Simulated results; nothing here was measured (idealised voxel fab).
The process module that follows is named voxel ribs on slabs.
It is cross-section cut that appears here, measuring 145 nm in width, its square cells being 5 nm in size.
Throughout this document, each cross-section is represented as a grid of square cells and is presented as a sequence of bands enumerated from the top downward, where a band comprises one or more rows of cells. Look at the band entry: it leads with the top's height and the bottom's height in nm. Then it lists the materials left to right, with a width in nm for each. The word "edge to edge" on a single material says that material fills the band edge to edge. The word "air" is empty space. Heights from 0 (as-received wafer is one material below). Bottom band endless downward, as "from 0 down". Width: "30 to 40" (first number = top row, second number = bottom row, same change from row to row of cells). Any step labelled "no modifications" changed none of the cells in the cross-section. Closed empty spaces (no open way to the top) of 8 cells or more are what "Closed void roster" lists, each as width x height at distance from the left edge, nm for all three. The remark found on a step's line after its settings is issued by the simulator itself and pertains to that step. "overlay nm", when on a step's line for a step with a mask, measures how far to the right of its planned place the mask lay; a negative measure means to the left.

Planned process steps
step 1: RECEIVE [material Si]
step 2: DIRECTIONAL_DEP [material SiO2] [thk nm 20]
step 3: DIRECTIONAL_DEP [material polySi] [thk nm 20]
step 4: DIRECTIONAL_DEP [material aC] [thk nm 15]
step 5: PATTERN [tone cover] [mask id RIB] [material resist] [width nm 15] [thk nm 35] [overlay nm 0]
step 6: DIRECTIONAL_ETCH [etch materials aC] [depth nm 15]
step 7: STRIP [etch materials resist]
step 8: DIRECTIONAL_ETCH [etch materials polySi] [depth nm 15]
step 9: STRIP [etch materials aC]
step 10: PATTERN [tone cover] [mask id SLAB] [material resist] [width nm 65] [thk nm 20] [overlay nm 0]
step 11: DIRECTIONAL_ETCH [etch materials polySi] [depth nm 5]
step 12: STRIP [etch materials resist]
step 13: FILL_DEP [material SiO2] [thk nm 20]
step 14: CMP [height nm 50]
step 15: DIRECTIONAL_DEP [material W] [thk nm 5]
step 16: MASKED_ETCH [tone cover] [mask id HEATER] [width nm 25] [etch materials W] [depth nm 5] [overlay nm 0]
step 17: CONFORMAL_DEP [material SiN] [thk nm 5]

The first of two wafers, run as planned

Cross-section: wafer on arrival = after step 1
* from 0 down: Si edge to edge
* Closed void roster: none

Wafer after step 2 (cross-section)
* from 20 to 0: SiO2 edge to edge
* Under 0: no change, same as before.

Wafer after step 3 (cross-section)
* from 40 to 20: polySi edge to edge
* Under 20: no change, same as before.

Wafer after step 4 (cross-section)
* from 55 to 40: aC edge to edge
* Under 40: no change, same as before.

Wafer after step 5 (cross-section)
* from 90 to 55: 65 nm air, then 15 nm resist, then 65 nm air
* Under 55: no change, same as before.

Wafer after step 6 (cross-section)
* from 75 to 55: 65 nm air, then 15 nm resist, then 65 nm air
* from 55 to 40: 65 nm air, then 15 nm aC, then 65 nm air
* Under 40: no change, same as before.

Wafer after step 7 (cross-section)
* from 55 to 40: 65 nm air, then 15 nm aC, then 65 nm air
* Under 40: no change, same as before.

Wafer after step 8 (cross-section)
* from 55 to 40: 65 nm air, then 15 nm aC, then 65 nm air
* from 40 to 25: 65 nm air, then 15 nm polySi, then 65 nm air
* Under 25: no change, same as before.

Wafer after step 9 (cross-section)
* from 40 to 25: 65 nm air, then 15 nm polySi, then 65 nm air
* Under 25: no change, same as before.

Wafer after step 10 (cross-section)
* from 60 to 40: 40 nm air, then 65 nm resist, then 40 nm air
* from 40 to 25: 40 nm air, then 25 nm resist, then 15 nm polySi, then 25 nm resist, then 40 nm air
* Under 25: no change, same as before.

Wafer after step 11 (cross-section)
* from 60 to 40: 40 nm air, then 65 nm resist, then 40 nm air
* from 40 to 25: 40 nm air, then 25 nm resist, then 15 nm polySi, then 25 nm resist, then 40 nm air
* from 25 to 20: 40 nm air, then 65 nm polySi, then 40 nm air
* Under 20: no change, same as before.

Wafer after step 12 (cross-section)
* from 40 to 25: 65 nm air, then 15 nm polySi, then 65 nm air
* Under 25: no change, same as before.

Wafer after step 13 (cross-section)
* from 60 to 40: SiO2 edge to edge
* from 40 to 25: 65 nm SiO2, then 15 nm polySi, then 65 nm SiO2
* from 25 to 20: 40 nm SiO2, then 65 nm polySi, then 40 nm SiO2
* Under 20: no change, same as before.

Wafer after step 14 (cross-section)
* from 50 to 40: SiO2 edge to edge
* Under 40: no change, same as before.

Wafer after step 15 (cross-section)
* from 55 to 50: W edge to edge
* Under 50: no change, same as before.

Wafer after step 16 (cross-section)
* from 55 to 50: 60 nm air, then 25 nm W, then 60 nm air
* Under 50: no change, same as before.

Wafer after step 17 (cross-section)
* from 60 to 55: 55 nm air, then 35 nm SiN, then 55 nm air
* from 55 to 50: 60 nm SiN, then 25 nm W, then 60 nm SiN
* Under 50: no change, same as before.

Wafer two of the pair: same origin, same plan, one error during the run; identical to wafer one up to and including step 15

The second wafer cut through, at the time step 16 was supposed to be finished
* from 55 to 50: 60 nm W, then 25 nm air, then 60 nm W
* Under 50: no change, same as before.

The second wafer cut through, at the time step 17 was supposed to be finished
* from 60 to 55: 65 nm SiN, then 15 nm air, then 65 nm SiN
* from 55 to 50: 60 nm W, then 25 nm SiN, then 60 nm W
* Under 50: no change, same as before.
Run error: not per plan at step 16, really ran MASKED_ETCH [tone open] [mask id HEATER] [width nm 25] [etch materials W] [depth nm 5] [overlay nm 0]
Final wafer comparison in cells, second versus first, more or fewer per material: 19 more of W
